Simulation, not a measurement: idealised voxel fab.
The process module presented herein is designated voxel lift off.
195 nm wide, 5 nm square cells: that's cross-section cut.
Cross-section layout: square cells on a grid; listed as bands, top to bottom; a band spans one or more cell rows. Top height, bottom height, nm. Materials left to right, width each, nm. Single material + "throughout" = fills band edge to edge. "empty" = empty. Beneath 0, the wafer as received is one material, and that level is where height counting begins. The lowest band goes on downward without a bottom; it is written like "0 down". Note: "30..40" means the width goes from the first number (top row of the band) to the second number (bottom row) in equal steps per row of cells. Where the words "no alteration" appear for a step, the cross-section shows no cell changed by that step; every cell remained as before. Under "Non-vented voids" you'll find the enclosed gaps, the ones with no way out to the top, that are 8 cells or bigger; each reads width x height at distance, with distance counted from the left edge, everything in nm. What comes after the settings on a step's line is commentary from the simulator itself on that step. overlay nm: right-of-plan distance of the mask on a masked step; negative values mean left-of-plan.

**The following list gives the planned process steps**
| 1 | RECEIVE (material Si) |
| 2 | CONFORMAL_DEP (material SiN; thk nm 10) |
| 3 | PATTERN (tone open; mask id LINES; material resist; width nm 15; pitch nm 45; thk nm 20; overlay nm 0) |
| 4 | DIRECTIONAL_DEP (material Ru; thk nm 5) |
| 5 | STRIP (etch materials resist) |
| 6 | CONFORMAL_DEP (material SiCN; thk nm 5) |

**Below: the first of two wafers, run as planned**

**Cross-section of the wafer at receipt, which is the condition after step 1**
    0 down = Si throughout
    Non-vented voids: none

**Once step 2 is through, the wafer looks like this in cross-section**
    10 to 0 = SiN throughout
    Below 0, the layers are the same as they were.

**Once step 3 is through, the wafer looks like this in cross-section**
    30 to 10 = resist 20 nm, empty 15 nm, resist 30 nm, empty 15 nm, resist 30 nm, empty 15 nm, resist 30 nm, empty 15 nm, resist 25 nm
    Below 10, the layers are the same as they were.

**Once step 4 is through, the wafer looks like this in cross-section**
    35 to 30 = Ru 20 nm, empty 15 nm, Ru 30 nm, empty 15 nm, Ru 30 nm, empty 15 nm, Ru 30 nm, empty 15 nm, Ru 25 nm
    30 to 15 = resist 20 nm, empty 15 nm, resist 30 nm, empty 15 nm, resist 30 nm, empty 15 nm, resist 30 nm, empty 15 nm, resist 25 nm
    15 to 10 = resist 20 nm, Ru 15 nm, resist 30 nm, Ru 15 nm, resist 30 nm, Ru 15 nm, resist 30 nm, Ru 15 nm, resist 25 nm
    Below 10, the layers are the same as they were.

**Once step 5 is through, the wafer looks like this in cross-section**
    15 to 10 = empty 20 nm, Ru 15 nm, empty 30 nm, Ru 15 nm, empty 30 nm, Ru 15 nm, empty 30 nm, Ru 15 nm, empty 25 nm
    Below 10, the layers are the same as they were.

**Once step 6 is through, the wafer looks like this in cross-section**
    20 to 15 = empty 15 nm, SiCN 25 nm, empty 20 nm, SiCN 25 nm, empty 20 nm, SiCN 25 nm, empty 20 nm, SiCN 25 nm, empty 20 nm
    15 to 10 = SiCN 20 nm, Ru 15 nm, SiCN 30 nm, Ru 15 nm, SiCN 30 nm, Ru 15 nm, SiCN 30 nm, Ru 15 nm, SiCN 25 nm
    Below 10, the layers are the same as they were.

**Second wafer, same starting conditions and recipe as the first, one mistake in executing it, nothing differs from the first up to and including step 2**

**Planned end of step 3: second wafer, cross-section**
    30 to 10 = resist 15 nm, empty 25 nm, resist 20 nm, empty 25 nm, resist 20 nm, empty 25 nm, resist 20 nm, empty 25 nm, resist 20 nm
    Below 10, the layers are the same as they were.

**Planned end of step 4: second wafer, cross-section**
    35 to 30 = Ru 15 nm, empty 25 nm, Ru 20 nm, empty 25 nm, Ru 20 nm, empty 25 nm, Ru 20 nm, empty 25 nm, Ru 20 nm
    30 to 15 = resist 15 nm, empty 25 nm, resist 20 nm, empty 25 nm, resist 20 nm, empty 25 nm, resist 20 nm, empty 25 nm, resist 20 nm
    15 to 10 = resist 15 nm, Ru 25 nm, resist 20 nm, Ru 25 nm, resist 20 nm, Ru 25 nm, resist 20 nm, Ru 25 nm, resist 20 nm
    Below 10, the layers are the same as they were.

**Planned end of step 5: second wafer, cross-section**
    15 to 10 = empty 15 nm, Ru 25 nm, empty 20 nm, Ru 25 nm, empty 20 nm, Ru 25 nm, empty 20 nm, Ru 25 nm, empty 20 nm
    Below 10, the layers are the same as they were.

**Planned end of step 6: second wafer, cross-section**
    20 to 15 = empty 10 nm, SiCN 35 nm, empty 10 nm, SiCN 35 nm, empty 10 nm, SiCN 35 nm, empty 10 nm, SiCN 35 nm, empty 15 nm
    15 to 10 = SiCN 15 nm, Ru 25 nm, SiCN 20 nm, Ru 25 nm, SiCN 20 nm, Ru 25 nm, SiCN 20 nm, Ru 25 nm, SiCN 20 nm
    Below 10, the layers are the same as they were.
Nonconformance to the process plan: step 3 ran as: PATTERN (tone open; mask id LINES; material resist; width nm 25; pitch nm 45; thk nm 20; overlay nm 0)
Count the cells at the end and the second wafer has more or fewer of some materials than the first: +8 Ru
